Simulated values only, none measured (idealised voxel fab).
Process module in this document: voxel fin reveal
Square cell edge 5 nm, section width 245 nm, ID cut.
Each cross-section below is a grid of square cells, stated as bands in top-down order, with one or more rows of cells making up each band. Within each band entry, the heights of the top and of the bottom of the band appear first, in that order and in nm; the materials of the band then follow from left to right, each with its corresponding width in nm. The designation "edge to edge" on a single material indicates that it fills the band from edge to edge; the designation "blank" indicates empty space. Below 0: as-received wafer, all one material; heights counted from there. Lowest band: no bottom, goes on down, written "0..down". Read "30 to 40" as a graded width: first number on top, second number at the bottom, same change between each pair of neighbouring rows. Step marked "changes: none"? Then no cell in the cross-section changed in it. What "Encapsulated voids" gives you is every empty space of 8 cells or more that is cut off from the top. Each appears as width x height at distance, with the distance taken from the left edge and width, height and distance all in nm. Where a step's line continues beyond its settings, the continuation is a remark by the simulator itself on that step. overlay nm: right-of-plan distance of the mask on a masked step; negative values mean left-of-plan.

**The steps planned for the process are as follows**
| 1 | RECEIVE | material Si |
| 2 | CONFORMAL_DEP | material SiN | thk nm 10 |
| 3 | PATTERN | tone cover | mask id FINS | material resist | width nm 15 | pitch nm 45 | thk nm 15 | overlay nm 0 |
| 4 | DIRECTIONAL_ETCH | etch materials SiN | depth nm 10 |
| 5 | DIRECTIONAL_ETCH | etch materials Si | depth nm 35 |
| 6 | STRIP | etch materials resist |
| 7 | OXIDIZE | depth nm 5 |
| 8 | FILL_DEP | material SiO2 | thk nm 5 |
| 9 | CMP | height nm 10 |
| 10 | SELECTIVE_ETCH | etch materials SiO2 | depth nm 25 |
| 11 | STRIP | etch materials SiN |
| 12 | CONFORMAL_DEP | material SiO2 | thk nm 5 |

**As-received state of the wafer in cross-section, equivalent to post-step 1**
- 0..down = Si edge to edge
- Encapsulated voids: none

**Figure: cross-sectional view of the wafer upon completion of the module, processed from the initial state and according to the plan depicted above, with one error introduced during execution**
- 5..0 = blank 45 nm | SiO2 15 nm | blank 30 nm | SiO2 15 nm | blank 30 nm | SiO2 15 nm | blank 30 nm | SiO2 15 nm | blank 50 nm
- 0..-10 = blank 45 nm | SiO2 5 nm | Si 5 nm | SiO2 5 nm | blank 30 nm | SiO2 5 nm | Si 5 nm | SiO2 5 nm | blank 30 nm | SiO2 5 nm | Si 5 nm | SiO2 5 nm | blank 30 nm | SiO2 5 nm | Si 5 nm | SiO2 5 nm | blank 50 nm
- -10..-35 = SiO2 50 nm | Si 5 nm | SiO2 40 nm | Si 5 nm | SiO2 40 nm | Si 5 nm | SiO2 40 nm | Si 5 nm | SiO2 55 nm
- -35..down = Si edge to edge
- Encapsulated voids: none
What went wrong in running the wafer? step 5, actual vs plan mismatch, actual run DIRECTIONAL_ETCH | etch materials Si | depth nm 30
